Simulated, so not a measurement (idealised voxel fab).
Herein follows the process module entitled voxel capacitor over wiring.
Displayed cross-section: cut, width of 280 nm, square cells sized 5 nm.
Think of the cross-section as a grid of square cells. We describe it in bands, top to bottom, and each band covers one or more rows of those cells. Each band's line starts with the height of the band's top and of its bottom, in nm. Then come its materials from left to right, each with its width in nm. One material with "all across" fills the band from edge to edge. "blank" is empty space. Measure heights from 0. That's the level where, below it, the as-received wafer is all one material. The lowest band is bottomless and extends downward; write it as in "from 0 down". Read "30->40" as a graded width: first number on top, second number at the bottom, same change between each pair of neighbouring rows. Any step labelled "everything unchanged" changed none of the cells in the cross-section. The label "Unvented cavities" introduces a list of the empty spaces, 8 cells or larger, that have no open way up to the top; each entry in it reads width x height at distance, where the distance is taken from the left edge and all three are stated in nm. Whatever follows a step's settings on its line is a remark the simulator itself makes about that step. What "overlay nm" on a step's line means: if the step has a mask, that mask lay this far to the right of its planned place, or, when the value is negative, to the left. Quick note on how to read the rest: it's all pairs. You get the cross-section before a process step and the one after, but the after one only goes down as far as the lowest band that changed. The step in between, with its settings, sits under the pair. Heads up, the pairs can come from different runs of this module on the same starting wafer, so don't assume a pair picks up from the one above unless its "Cross-section, before" entry says it does.

## Cross-section, before
  from 70 to 60: aC all across
  from 60 to 40: lowk all across
  from 40 to 35: SiCN all across
  from 35 to 20: 75 lowk  30 W  70 lowk  30 W  75 lowk
  from 20 to 15: 75 lowk  30 TiN  70 lowk  30 TiN  75 lowk
  from 15 to 0: SiO2 all across
  from 0 down: Si all across
  Unvented cavities: none

## Cross-Section After Step
  from 100 to 70: 90 blank  15 resist  175 blank
  Nothing below the height 70 has changed.
  Unvented cavities: none
Step sandwiched between the two cross-sections above: op PATTERN | tone cover | mask id PLUG_1 | material resist | width nm 15 | thk nm 30 | overlay nm 0

Cross-section, before: same picture as after in the pair right above, so we don't repeat it.

## Cross-Section After Step
  from 90 to 70: 90 blank  15 resist  175 blank
  from 70 to 60: 90 blank  15 aC  175 blank
  Nothing below the height 60 has changed.
  Unvented cavities: none
Step sandwiched between the two cross-sections above: op DIRECTIONAL_ETCH | etch materials aC | depth nm 10

Cross-section, before: same picture as after in the pair right above, so we don't repeat it.

## Cross-Section After Step
  from 70 to 60: 90 blank  15 aC  175 blank
  Nothing below the height 60 has changed.
  Unvented cavities: none
Step sandwiched between the two cross-sections above: op STRIP | etch materials resist

Cross-section, before: same picture as after in the pair right above, so we don't repeat it.

## Cross-Section After Step
  from 70 to 60: 90 blank  15 aC  175 blank
  from 60 to 40: 90 blank  15 lowk  175 blank
  Nothing below the height 40 has changed.
  Unvented cavities: none
Step sandwiched between the two cross-sections above: op DIRECTIONAL_ETCH | etch materials lowk | depth nm 20

Cross-section, before: same picture as after in the pair right above, so we don't repeat it.

## Cross-Section After Step
  from 70 to 60: 90 blank  15 aC  175 blank
  from 60 to 40: 90 blank  15 lowk  175 blank
  from 40 to 35: 90 blank  15 SiCN  175 blank
  Nothing below the height 35 has changed.
  Unvented cavities: none
Step sandwiched between the two cross-sections above: op DIRECTIONAL_ETCH | etch materials SiCN | depth nm 5

Cross-section, before: same picture as after in the pair right above, so we don't repeat it.

## Cross-Section After Step
  from 60 to 40: 90 blank  15 lowk  175 blank
  Nothing below the height 40 has changed.
  Unvented cavities: none
Step sandwiched between the two cross-sections above: op STRIP | etch materials aC

Cross-section, before: same picture as after in the pair right above, so we don't repeat it.

## Cross-Section After Step
  from 60 to 45: 90 blank  15 lowk  175 blank
  from 45 to 40: 65 blank  25 Ru  15 lowk  60 blank  50 Ru  65 blank
  from 40 to 35: 65 blank  25 Ru  15 SiCN  60 blank  50 Ru  65 blank
  Nothing below the height 35 has changed.
  Unvented cavities: none
Step sandwiched between the two cross-sections above: op EPI | material Ru | thk nm 10

Cross-section, before: same picture as after in the pair right above, so we don't repeat it.

## Cross-Section After Step
  from 60 to 55: 90 blank  15 lowk  175 blank
  from 55 to 40: 55 blank  35 Ru  15 lowk  50 blank  70 Ru  55 blank
  from 40 to 35: 55 blank  35 Ru  15 SiCN  50 blank  70 Ru  55 blank
  Nothing below the height 35 has changed.
  Unvented cavities: none
Step sandwiched between the two cross-sections above: op EPI | material Ru | thk nm 10

Cross-section, before: same picture as after in the pair right above, so we don't repeat it.

## Cross-Section After Step
  from 60 to 40: 50 blank  40 Ru  15 lowk  45 blank  80 Ru  50 blank
  from 40 to 35: 50 blank  40 Ru  15 SiCN  45 blank  80 Ru  50 blank
  Nothing below the height 35 has changed.
  Unvented cavities: none
Step sandwiched between the two cross-sections above: op EPI | material Ru | thk nm 5

Cross-section, before: same picture as after in the pair right above, so we don't repeat it.

## Cross-Section After Step
  from 65 to 60: 50 blank  55 TiN  45 blank  80 TiN  50 blank
  from 60 to 40: 50 blank  40 Ru  15 lowk  45 blank  80 Ru  50 blank
  from 40 to 35: 50 TiN  40 Ru  15 SiCN  45 TiN  80 Ru  50 TiN
  Nothing below the height 35 has changed.
  Unvented cavities: none
Step sandwiched between the two cross-sections above: op DIRECTIONAL_DEP | material TiN | thk nm 5

Cross-section, before: same picture as after in the pair right above, so we don't repeat it.

## Cross-Section After Step
  from 70 to 65: 50 blank  55 HfO2  45 blank  80 HfO2  50 blank
  from 65 to 60: 50 blank  55 TiN  45 blank  80 TiN  50 blank
  from 60 to 45: 50 blank  40 Ru  15 lowk  45 blank  80 Ru  50 blank
  from 45 to 40: 50 HfO2  40 Ru  15 lowk  45 HfO2  80 Ru  50 HfO2
  Nothing below the height 40 has changed.
  Unvented cavities: none
Step sandwiched between the two cross-sections above: op DIRECTIONAL_DEP | material HfO2 | thk nm 5

Cross-section, before: same picture as after in the pair right above, so we don't repeat it.

## Cross-Section After Step
  from 80 to 70: 50 blank  55 TiN  45 blank  80 TiN  50 blank
  from 70 to 65: 50 blank  55 HfO2  45 blank  80 HfO2  50 blank
  from 65 to 60: 50 blank  55 TiN  45 blank  80 TiN  50 blank
  from 60 to 55: 50 blank  40 Ru  15 lowk  45 blank  80 Ru  50 blank
  from 55 to 45: 50 TiN  40 Ru  15 lowk  45 TiN  80 Ru  50 TiN
  Nothing below the height 45 has changed.
  Unvented cavities: none
Step sandwiched between the two cross-sections above: op DIRECTIONAL_DEP | material TiN | thk nm 10

Cross-section, before: same picture as after in the pair right above, so we don't repeat it.

## Cross-Section After Step
  from 80 to 70: 90 blank  15 TiN  45 blank  15 TiN  115 blank
  from 70 to 65: 50 blank  55 HfO2  45 blank  80 HfO2  50 blank
  from 65 to 60: 50 blank  55 TiN  45 blank  80 TiN  50 blank
  from 60 to 55: 50 blank  40 Ru  15 lowk  45 blank  80 Ru  50 blank
  from 55 to 45: 50 blank  40 Ru  15 lowk  45 TiN  80 Ru  50 blank
  Nothing below the height 45 has changed.
  Unvented cavities: none
Step sandwiched between the two cross-sections above: op MASKED_ETCH | tone cover | mask id UPPER_PLATE | width nm 75 | etch materials TiN | depth nm 10 | overlay nm 0

Cross-section, before: same picture as after in the pair right above, so we don't repeat it.

## Cross-Section After Step
  from 80 to 70: 90 blank  15 TiN  45 blank  15 TiN  115 blank
  from 70 to 65: 90 blank  15 HfO2  45 blank  15 HfO2  115 blank
  from 65 to 60: 50 blank  55 TiN  45 blank  80 TiN  50 blank
  from 60 to 55: 50 blank  40 Ru  15 lowk  45 blank  80 Ru  50 blank
  from 55 to 45: 50 blank  40 Ru  15 lowk  45 TiN  80 Ru  50 blank
  from 45 to 40: 50 blank  40 Ru  15 lowk  45 HfO2  80 Ru  50 blank
  Nothing below the height 40 has changed.
  Unvented cavities: none
Step sandwiched between the two cross-sections above: op MASKED_ETCH | tone cover | mask id UPPER_PLATE | width nm 75 | etch materials HfO2 | depth nm 5 | overlay nm 0

Cross-section, before: same picture as after in the pair right above, so we don't repeat it.

## Cross-Section After Step
  from 90 to 80: 90 blank  15 aC  45 blank  15 aC  115 blank
  from 80 to 75: 90 blank  15 TiN  45 blank  15 TiN  115 blank
  from 75 to 70: 50 blank  40 aC  15 TiN  45 blank  15 TiN  65 aC  50 blank
  from 70 to 65: 50 blank  40 aC  15 HfO2  45 blank  15 HfO2  65 aC  50 blank
  from 65 to 60: 50 blank  55 TiN  45 aC  80 TiN  50 blank
  from 60 to 55: 50 blank  40 Ru  15 lowk  45 aC  80 Ru  50 blank
  from 55 to 50: 50 blank  40 Ru  15 lowk  45 TiN  80 Ru  50 blank
  from 50 to 45: 50 aC  40 Ru  15 lowk  45 TiN  80 Ru  50 aC
  from 45 to 40: 50 aC  40 Ru  15 lowk  45 HfO2  80 Ru  50 aC
  Nothing below the height 40 has changed.
  Unvented cavities: none
Step sandwiched between the two cross-sections above: op DIRECTIONAL_DEP | material aC | thk nm 10

Cross-section, before: same picture as after in the pair right above, so we don't repeat it.

## Cross-Section After Step
  from 120 to 90: 85 blank  85 resist  110 blank
  from 90 to 80: 85 blank  5 resist  15 aC  45 resist  15 aC  5 resist  110 blank
  from 80 to 75: 85 blank  5 resist  15 TiN  45 resist  15 TiN  5 resist  110 blank
  from 75 to 70: 50 blank  40 aC  15 TiN  45 resist  15 TiN  65 aC  50 blank
  from 70 to 65: 50 blank  40 aC  15 HfO2  45 resist  15 HfO2  65 aC  50 blank
  Nothing below the height 65 has changed.
  Unvented cavities: none
Step sandwiched between the two cross-sections above: op PATTERN | tone cover | mask id LOWER_PLATE | material resist | width nm 85 | thk nm 30 | overlay nm 0

Cross-section, before: same picture as after in the pair right above, so we don't repeat it.

## Cross-Section After Step
  from 110 to 90: 85 blank  85 resist  110 blank
  from 90 to 80: 85 blank  5 resist  15 aC  45 resist  15 aC  5 resist  110 blank
  from 80 to 75: 85 blank  5 resist  15 TiN  45 resist  15 TiN  5 resist  110 blank
  from 75 to 70: 85 blank  5 aC  15 TiN  45 resist  15 TiN  5 aC  110 blank
  from 70 to 65: 85 blank  5 aC  15 HfO2  45 resist  15 HfO2  5 aC  110 blank
  from 65 to 60: 50 blank  55 TiN  45 aC  80 TiN  50 blank
  from 60 to 55: 50 blank  40 Ru  15 lowk  45 aC  80 Ru  50 blank
  from 55 to 45: 50 blank  40 Ru  15 lowk  45 TiN  80 Ru  50 blank
  from 45 to 40: 50 blank  40 Ru  15 lowk  45 HfO2  80 Ru  50 blank
  Nothing below the height 40 has changed.
  Unvented cavities: none
Step sandwiched between the two cross-sections above: op DIRECTIONAL_ETCH | etch materials aC | depth nm 10

Cross-section, before: same picture as after in the pair right above, so we don't repeat it.

## Cross-Section After Step
  from 90 to 80: 90 blank  15 aC  45 blank  15 aC  115 blank
  from 80 to 75: 90 blank  15 TiN  45 blank  15 TiN  115 blank
  from 75 to 70: 85 blank  5 aC  15 TiN  45 blank  15 TiN  5 aC  110 blank
  from 70 to 65: 85 blank  5 aC  15 HfO2  45 blank  15 HfO2  5 aC  110 blank
  Nothing below the height 65 has changed.
  Unvented cavities: none
Step sandwiched between the two cross-sections above: op STRIP | etch materials resist

Cross-section, before: same picture as after in the pair right above, so we don't repeat it.

## Cross-Section After Step
  from 90 to 80: 90 blank  15 aC  45 blank  15 aC  115 blank
  from 80 to 75: 90 blank  15 TiN  45 blank  15 TiN  115 blank
  from 75 to 70: 85 blank  5 aC  15 TiN  45 blank  15 TiN  5 aC  110 blank
  from 70 to 65: 85 blank  5 aC  15 HfO2  45 blank  15 HfO2  5 aC  110 blank
  from 65 to 60: 85 blank  20 TiN  45 aC  20 TiN  110 blank
  from 60 to 55: 50 blank  40 Ru  15 lowk  45 aC  80 Ru  50 blank
  from 55 to 45: 50 blank  40 Ru  15 lowk  45 TiN  80 Ru  50 blank
  from 45 to 40: 50 blank  40 Ru  15 lowk  45 HfO2  80 Ru  50 blank
  from 40 to 35: 50 blank  40 Ru  15 SiCN  45 TiN  80 Ru  50 blank
  Nothing below the height 35 has changed.
  Unvented cavities: none
Step sandwiched between the two cross-sections above: op DIRECTIONAL_ETCH | etch materials TiN | depth nm 5

Cross-section, before: same picture as after in the pair right above, so we don't repeat it.

## Cross-Section After Step
  from 80 to 70: 90 blank  15 TiN  45 blank  15 TiN  115 blank
  from 70 to 65: 90 blank  15 HfO2  45 blank  15 HfO2  115 blank
  from 65 to 60: 85 blank  20 TiN  45 blank  20 TiN  110 blank
  from 60 to 55: 50 blank  40 Ru  15 lowk  45 blank  80 Ru  50 blank
  Nothing below the height 55 has changed.
  Unvented cavities: none
Step sandwiched between the two cross-sections above: op STRIP | etch materials aC

Cross-section, before: same picture as after in the pair right above, so we don't repeat it.

## Cross-Section After Step
  from 100 to 80: SiO2 all across
  from 80 to 70: 90 SiO2  15 TiN  45 SiO2  15 TiN  115 SiO2
  from 70 to 65: 90 SiO2  15 HfO2  45 SiO2  15 HfO2  115 SiO2
  from 65 to 60: 85 SiO2  20 TiN  45 SiO2  20 TiN  110 SiO2
  from 60 to 55: 50 SiO2  40 Ru  15 lowk  45 SiO2  80 Ru  50 SiO2
  from 55 to 45: 50 SiO2  40 Ru  15 lowk  45 TiN  80 Ru  50 SiO2
  from 45 to 40: 50 SiO2  40 Ru  15 lowk  45 HfO2  80 Ru  50 SiO2
  from 40 to 35: 50 SiO2  40 Ru  15 SiCN  45 TiN  80 Ru  50 SiO2
  Nothing below the height 35 has changed.
  Unvented cavities: none
Step sandwiched between the two cross-sections above: op FILL_DEP | material SiO2 | thk nm 20

Cross-section, before: same picture as after in the pair right above, so we don't repeat it.

## Cross-Section After Step
  from 95 to 80: SiO2 all across
  Nothing below the height 80 has changed.
  Unvented cavities: none
Step sandwiched between the two cross-sections above: op CMP | height nm 95

Cross-section, before: same picture as after in the pair right above, so we don't repeat it.

## Cross-Section After Step
  from 110 to 95: aC all across
  Nothing below the height 95 has changed.
  Unvented cavities: none
Step sandwiched between the two cross-sections above: op DIRECTIONAL_DEP | material aC | thk nm 15

Cross-section, before: same picture as after in the pair right above, so we don't repeat it.

## Cross-Section After Step
  from 140 to 110: 100 resist  15 blank  165 resist
  Nothing below the height 110 has changed.
  Unvented cavities: none
Step sandwiched between the two cross-sections above: op PATTERN | tone open | mask id PLUG_2 | material resist | width nm 15 | thk nm 30 | overlay nm 0

Cross-section, before: same picture as after in the pair right above, so we don't repeat it.

## Cross-Section After Step
  from 125 to 110: 100 resist  15 blank  165 resist
  from 110 to 95: 100 aC  15 blank  165 aC
  Nothing below the height 95 has changed.
  Unvented cavities: none
Step sandwiched between the two cross-sections above: op DIRECTIONAL_ETCH | etch materials aC | depth nm 15

Cross-section, before: same picture as after in the pair right above, so we don't repeat it.

## Cross-Section After Step
  from 110 to 95: 100 aC  15 blank  165 aC
  Nothing below the height 95 has changed.
  Unvented cavities: none
Step sandwiched between the two cross-sections above: op STRIP | etch materials resist

Cross-section, before: same picture as after in the pair right above, so we don't repeat it.

## Cross-Section After Step
  from 110 to 95: 100 aC  15 blank  165 aC
  from 95 to 80: 100 SiO2  15 blank  165 SiO2
  Nothing below the height 80 has changed.
  Unvented cavities: none
Step sandwiched between the two cross-sections above: op DIRECTIONAL_ETCH | etch materials SiO2 | depth nm 15

Cross-section, before: same picture as after in the pair right above, so we don't repeat it.

## Cross-Section After Step
  from 95 to 80: 100 SiO2  15 blank  165 SiO2
  Nothing below the height 80 has changed.
  Unvented cavities: none
Step sandwiched between the two cross-sections above: op STRIP | etch materials aC

Cross-section, before: same picture as after in the pair right above, so we don't repeat it.

## Cross-Section After Step
  from 100 to 95: 105 TiN  5 blank  170 TiN
  from 95 to 85: 100 SiO2  5 TiN  5 blank  5 TiN  165 SiO2
  from 85 to 80: 100 SiO2  15 TiN  165 SiO2
  Nothing below the height 80 has changed.
  Unvented cavities: none
Step sandwiched between the two cross-sections above: op CONFORMAL_DEP | material TiN | thk nm 5

Cross-section, before: same picture as after in the pair right above, so we don't repeat it.

## Cross-Section After Step
  from 105 to 100: Ru all across
  from 100 to 95: 105 TiN  5 Ru  170 TiN
  from 95 to 85: 100 SiO2  5 TiN  5 Ru  5 TiN  165 SiO2
  Nothing below the height 85 has changed.
  Unvented cavities: none
Step sandwiched between the two cross-sections above: op FILL_DEP | material Ru | thk nm 5

Cross-section, before: same picture as after in the pair right above, so we don't repeat it.

## Cross-Section After Step
  from 95 to 85: 100 SiO2  5 TiN  5 Ru  5 TiN  165 SiO2
  Nothing below the height 85 has changed.
  Unvented cavities: none
Step sandwiched between the two cross-sections above: op CMP | height nm 95

Cross-section, before: same picture as after in the pair right above, so we don't repeat it.

## Cross-Section After Step
  from 100 to 95: SiCN all across
  Nothing below the height 95 has changed.
  Unvented cavities: none
Step sandwiched between the two cross-sections above: op CONFORMAL_DEP | material SiCN | thk nm 5
